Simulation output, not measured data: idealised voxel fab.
Name of the process module below: voxel fin reveal
Pictured: cross-section cut, 295 nm wide, on a grid of 5 nm square cells.
A cross-section is written here as square cells arranged in a grid, and it is given in bands from the top down, each band taking up one or more rows of cells.
Look at the band entry: it leads with the top's height and the bottom's height in nm. Then it lists the materials left to right, with a width in nm for each. The word "throughout" on a single material says that material fills the band edge to edge. The word "blank" is empty space.
We count height from 0. Below that, the starting wafer is all one material. The lowest band never ends at the bottom but goes on down; see "0..down" for how that is written.
When a width is written as two numbers, as in "30..40", the first number is the width in the top row of cells of the band and the second is the width in its bottom row, and the width changes by the same amount from each row to the next.
You'll sometimes find "no alterations made" written for a step, and that's the way of saying that nowhere in the cross-section did a cell change during that step.
Each empty space that has no open way to the top and spans at least 8 cells appears under "Enclosed void catalog" as width x height at distance, the distance counted from the left edge, all in nm.
On a step's line, text after the settings is the simulator commenting on that step.
"overlay nm" on a masked step: distance the mask lay right of its planned place, negative for left.

### So here's the lineup of process steps we planned
step 1: RECEIVE, material Si
step 2: CONFORMAL_DEP, material SiN, thk nm 5
step 3: MASKED_ETCH, tone cover, mask id FINS, width nm 15, pitch nm 45, etch materials SiN, depth nm 5, overlay nm 0
step 4: MASKED_ETCH, tone cover, mask id FINS, width nm 15, pitch nm 45, etch materials Si, depth nm 30, overlay nm 0
step 5: OXIDIZE, depth nm 5
step 6: FILL_DEP, material SiO2, thk nm 5
step 7: CMP, height nm 5
step 8: SELECTIVE_ETCH, etch materials SiO2, depth nm 25
step 9: STRIP, etch materials SiN

### This is the cross-section of the wafer as we received it, i.e. after step 1
- 0..down = Si throughout
- Enclosed void catalog: none

### As-planned run: cross-section of the first of two wafers at end of module
- 0..-20 = 100 blank, then 5 Si, then 40 blank, then 5 Si, then 40 blank, then 5 Si, then 100 blank
- -20..-35 = 100 SiO2, then 5 Si, then 40 SiO2, then 5 Si, then 40 SiO2, then 5 Si, then 100 SiO2
- -35..down = Si throughout
- Enclosed void catalog: none

### Second wafer through the module, sectioned at the end: same beginning and same plan as the first wafer, with one mistake in carrying it out
- 5..0 = 95 blank, then 15 SiN, then 30 blank, then 15 SiN, then 30 blank, then 15 SiN, then 95 blank
- 0..-35 = 100 blank, then 5 Si, then 40 blank, then 5 Si, then 40 blank, then 5 Si, then 100 blank
- -35..down = Si throughout
- Enclosed void catalog: none
Against the plan, the run slipped here: step 9: run off-plan, actual operation and settings STRIP, etch materials SiO2
Upon completion, the second wafer contains, in terms of cells, a greater or smaller amount of certain materials than the first wafer: +9 SiN | -168 SiO2
